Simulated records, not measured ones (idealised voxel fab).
Presented below is a process module, voxel self aligned vias.
Pictured: cross-section cut, 170 nm wide, on a grid of 5 nm square cells.
A cross-section in this document is a grid of square cells, and it is written down as bands, the top band listed before the ones below it; a band is made up of one or more rows of cells. What a band's entry tells you: where the top is and where the bottom is, as heights in nm, and after that what lies inside, material by material from left to right, each with its width in nm. Empty space is written as the word "empty", and a single material marked with the word "throughout" occupies the band from edge to edge. Counting heights begins at 0, where everything beneath is, in the wafer as received, one material. The lowest band has no bottom; it goes on downwards, as "0 -> down" shows. Per-row width for "30 to 40": begins at first number (top row of band), ends at second number (bottom row), increment between rows held constant. You'll sometimes find "all unchanged" written for a step, and that's the way of saying that nowhere in the cross-section did a cell change during that step. "Closed void listing" contains a list of empty spaces, each no smaller than 8 cells and without an open way to the top, written in the form width x height at distance with the distance from the left edge and all three in nm. Where a step's line continues beyond its settings, the continuation is a remark by the simulator itself on that step. The setting "overlay nm" may be written on the line of a step. When the step uses a mask, the value reports how far to the right of the planned place the mask lay, and a negative value reports that it lay to the left.

Process steps foreseen in the plan:
1) RECEIVE, material Si
2) CONFORMAL_DEP, material SiO2, thk nm 15
3) CONFORMAL_DEP, material SiCN, thk nm 5
4) DIRECTIONAL_DEP, material lowk, thk nm 30
5) PATTERN, tone open, mask id LINES, material resist, width nm 25, pitch nm 50, thk nm 20, overlay nm 0
6) DIRECTIONAL_ETCH, etch materials lowk, depth nm 30
7) STRIP, etch materials resist
8) CONFORMAL_DEP, material TiN, thk nm 5
9) FILL_DEP, material W, thk nm 5
10) CMP, height nm 50
11) SELECTIVE_ETCH, etch materials W Ru TiN, depth nm 5
12) FILL_DEP, material SiN, thk nm 5
13) CMP, height nm 50
14) DIRECTIONAL_DEP, material lowk, thk nm 15
15) MASKED_ETCH, tone open, mask id VIAS, width nm 35, pitch nm 100, etch materials lowk, depth nm 15, overlay nm 0
16) MASKED_ETCH, tone open, mask id VIAS, width nm 35, pitch nm 100, etch materials SiN, depth nm 5, overlay nm 0
17) CONFORMAL_DEP, material TiN, thk nm 5
18) FILL_DEP, material W, thk nm 10
19) CMP, height nm 65
20) CONFORMAL_DEP, material SiN, thk nm 5

Account of the first of two wafers, which was processed as intended:

Wafer at receipt (post step 1), cross-section:
> 0 -> down: Si throughout
> Closed void listing: none

Wafer section view after processing step 2:
> 15 -> 0: SiO2 throughout
> below 0: unchanged

Wafer section view after processing step 3:
> 20 -> 15: SiCN throughout
> below 15: unchanged

Wafer section view after processing step 4:
> 50 -> 20: lowk throughout
> below 20: unchanged

Wafer section view after processing step 5:
> 70 -> 50: 20 nm resist, then 25 nm empty, then 25 nm resist, then 25 nm empty, then 25 nm resist, then 25 nm empty, then 25 nm resist
> below 50: unchanged

Wafer section view after processing step 6:
> 70 -> 50: 20 nm resist, then 25 nm empty, then 25 nm resist, then 25 nm empty, then 25 nm resist, then 25 nm empty, then 25 nm resist
> 50 -> 20: 20 nm lowk, then 25 nm empty, then 25 nm lowk, then 25 nm empty, then 25 nm lowk, then 25 nm empty, then 25 nm lowk
> below 20: unchanged

Wafer section view after processing step 7:
> 50 -> 20: 20 nm lowk, then 25 nm empty, then 25 nm lowk, then 25 nm empty, then 25 nm lowk, then 25 nm empty, then 25 nm lowk
> below 20: unchanged

Wafer section view after processing step 8:
> 55 -> 50: 25 nm TiN, then 15 nm empty, then 35 nm TiN, then 15 nm empty, then 35 nm TiN, then 15 nm empty, then 30 nm TiN
> 50 -> 25: 20 nm lowk, then 5 nm TiN, then 15 nm empty, then 5 nm TiN, then 25 nm lowk, then 5 nm TiN, then 15 nm empty, then 5 nm TiN, then 25 nm lowk, then 5 nm TiN, then 15 nm empty, then 5 nm TiN, then 25 nm lowk
> 25 -> 20: 20 nm lowk, then 25 nm TiN, then 25 nm lowk, then 25 nm TiN, then 25 nm lowk, then 25 nm TiN, then 25 nm lowk
> below 20: unchanged

Wafer section view after processing step 9:
> 60 -> 55: W throughout
> 55 -> 50: 25 nm TiN, then 15 nm W, then 35 nm TiN, then 15 nm W, then 35 nm TiN, then 15 nm W, then 30 nm TiN
> 50 -> 25: 20 nm lowk, then 5 nm TiN, then 15 nm W, then 5 nm TiN, then 25 nm lowk, then 5 nm TiN, then 15 nm W, then 5 nm TiN, then 25 nm lowk, then 5 nm TiN, then 15 nm W, then 5 nm TiN, then 25 nm lowk
> below 25: unchanged

Wafer section view after processing step 10:
> 50 -> 25: 20 nm lowk, then 5 nm TiN, then 15 nm W, then 5 nm TiN, then 25 nm lowk, then 5 nm TiN, then 15 nm W, then 5 nm TiN, then 25 nm lowk, then 5 nm TiN, then 15 nm W, then 5 nm TiN, then 25 nm lowk
> below 25: unchanged

Wafer section view after processing step 11:
> 50 -> 45: 20 nm lowk, then 25 nm empty, then 25 nm lowk, then 25 nm empty, then 25 nm lowk, then 25 nm empty, then 25 nm lowk
> below 45: unchanged

Wafer section view after processing step 12:
> 55 -> 50: SiN throughout
> 50 -> 45: 20 nm lowk, then 25 nm SiN, then 25 nm lowk, then 25 nm SiN, then 25 nm lowk, then 25 nm SiN, then 25 nm lowk
> below 45: unchanged

Wafer section view after processing step 13:
> 50 -> 45: 20 nm lowk, then 25 nm SiN, then 25 nm lowk, then 25 nm SiN, then 25 nm lowk, then 25 nm SiN, then 25 nm lowk
> below 45: unchanged

Wafer section view after processing step 14:
> 65 -> 50: lowk throughout
> below 50: unchanged

Wafer section view after processing step 15:
> 65 -> 50: 15 nm lowk, then 35 nm empty, then 65 nm lowk, then 35 nm empty, then 20 nm lowk
> below 50: unchanged

Wafer section view after processing step 16:
> 65 -> 50: 15 nm lowk, then 35 nm empty, then 65 nm lowk, then 35 nm empty, then 20 nm lowk
> 50 -> 45: 20 nm lowk, then 25 nm empty, then 25 nm lowk, then 25 nm SiN, then 25 nm lowk, then 25 nm empty, then 25 nm lowk
> below 45: unchanged

Wafer section view after processing step 17:
> 70 -> 65: 20 nm TiN, then 25 nm empty, then 75 nm TiN, then 25 nm empty, then 25 nm TiN
> 65 -> 55: 15 nm lowk, then 5 nm TiN, then 25 nm empty, then 5 nm TiN, then 65 nm lowk, then 5 nm TiN, then 25 nm empty, then 5 nm TiN, then 20 nm lowk
> 55 -> 50: 15 nm lowk, then 10 nm TiN, then 15 nm empty, then 10 nm TiN, then 65 nm lowk, then 10 nm TiN, then 15 nm empty, then 10 nm TiN, then 20 nm lowk
> 50 -> 45: 20 nm lowk, then 25 nm TiN, then 25 nm lowk, then 25 nm SiN, then 25 nm lowk, then 25 nm TiN, then 25 nm lowk
> below 45: unchanged

Wafer section view after processing step 18:
> 80 -> 70: W throughout
> 70 -> 65: 20 nm TiN, then 25 nm W, then 75 nm TiN, then 25 nm W, then 25 nm TiN
> 65 -> 55: 15 nm lowk, then 5 nm TiN, then 25 nm W, then 5 nm TiN, then 65 nm lowk, then 5 nm TiN, then 25 nm W, then 5 nm TiN, then 20 nm lowk
> 55 -> 50: 15 nm lowk, then 10 nm TiN, then 15 nm W, then 10 nm TiN, then 65 nm lowk, then 10 nm TiN, then 15 nm W, then 10 nm TiN, then 20 nm lowk
> below 50: unchanged

Wafer section view after processing step 19:
> 65 -> 55: 15 nm lowk, then 5 nm TiN, then 25 nm W, then 5 nm TiN, then 65 nm lowk, then 5 nm TiN, then 25 nm W, then 5 nm TiN, then 20 nm lowk
> below 55: unchanged

Wafer section view after processing step 20:
> 70 -> 65: SiN throughout
> below 65: unchanged

The second wafer was prepared from the same starting point and under the same plan as the first; its processing contained one mistake, and it remains indistinguishable from the first wafer up to and including step 14:

Planned end of step 15: second wafer, cross-section:
> 65 -> 50: 20 nm lowk, then 30 nm empty, then 70 nm lowk, then 30 nm empty, then 20 nm lowk
> below 50: unchanged

Planned end of step 16: second wafer, cross-section:
> 65 -> 50: 20 nm lowk, then 30 nm empty, then 70 nm lowk, then 30 nm empty, then 20 nm lowk
> 50 -> 45: 20 nm lowk, then 25 nm empty, then 25 nm lowk, then 25 nm SiN, then 25 nm lowk, then 25 nm empty, then 25 nm lowk
> below 45: unchanged

Planned end of step 17: second wafer, cross-section:
> 70 -> 65: 25 nm TiN, then 20 nm empty, then 80 nm TiN, then 20 nm empty, then 25 nm TiN
> 65 -> 55: 20 nm lowk, then 5 nm TiN, then 20 nm empty, then 5 nm TiN, then 70 nm lowk, then 5 nm TiN, then 20 nm empty, then 5 nm TiN, then 20 nm lowk
> 55 -> 50: 20 nm lowk, then 5 nm TiN, then 15 nm empty, then 10 nm TiN, then 70 nm lowk, then 5 nm TiN, then 15 nm empty, then 10 nm TiN, then 20 nm lowk
> 50 -> 45: 20 nm lowk, then 25 nm TiN, then 25 nm lowk, then 25 nm SiN, then 25 nm lowk, then 25 nm TiN, then 25 nm lowk
> below 45: unchanged

Planned end of step 18: second wafer, cross-section:
> 80 -> 70: W throughout
> 70 -> 65: 25 nm TiN, then 20 nm W, then 80 nm TiN, then 20 nm W, then 25 nm TiN
> 65 -> 55: 20 nm lowk, then 5 nm TiN, then 20 nm W, then 5 nm TiN, then 70 nm lowk, then 5 nm TiN, then 20 nm W, then 5 nm TiN, then 20 nm lowk
> 55 -> 50: 20 nm lowk, then 5 nm TiN, then 15 nm W, then 10 nm TiN, then 70 nm lowk, then 5 nm TiN, then 15 nm W, then 10 nm TiN, then 20 nm lowk
> below 50: unchanged

Planned end of step 19: second wafer, cross-section:
> 65 -> 55: 20 nm lowk, then 5 nm TiN, then 20 nm W, then 5 nm TiN, then 70 nm lowk, then 5 nm TiN, then 20 nm W, then 5 nm TiN, then 20 nm lowk
> below 55: unchanged

Planned end of step 20: second wafer, cross-section:
> 70 -> 65: SiN throughout
> below 65: unchanged
The mistake made against the process plan was this: step 15 went in with a setting other than planned; the actual run was MASKED_ETCH, tone open, mask id VIAS, width nm 30, pitch nm 100, etch materials lowk, depth nm 15, overlay nm 0
Final comparison by cell count, materials where the second wafer has more or fewer than the first: -2 TiN | -4 W | +6 lowk
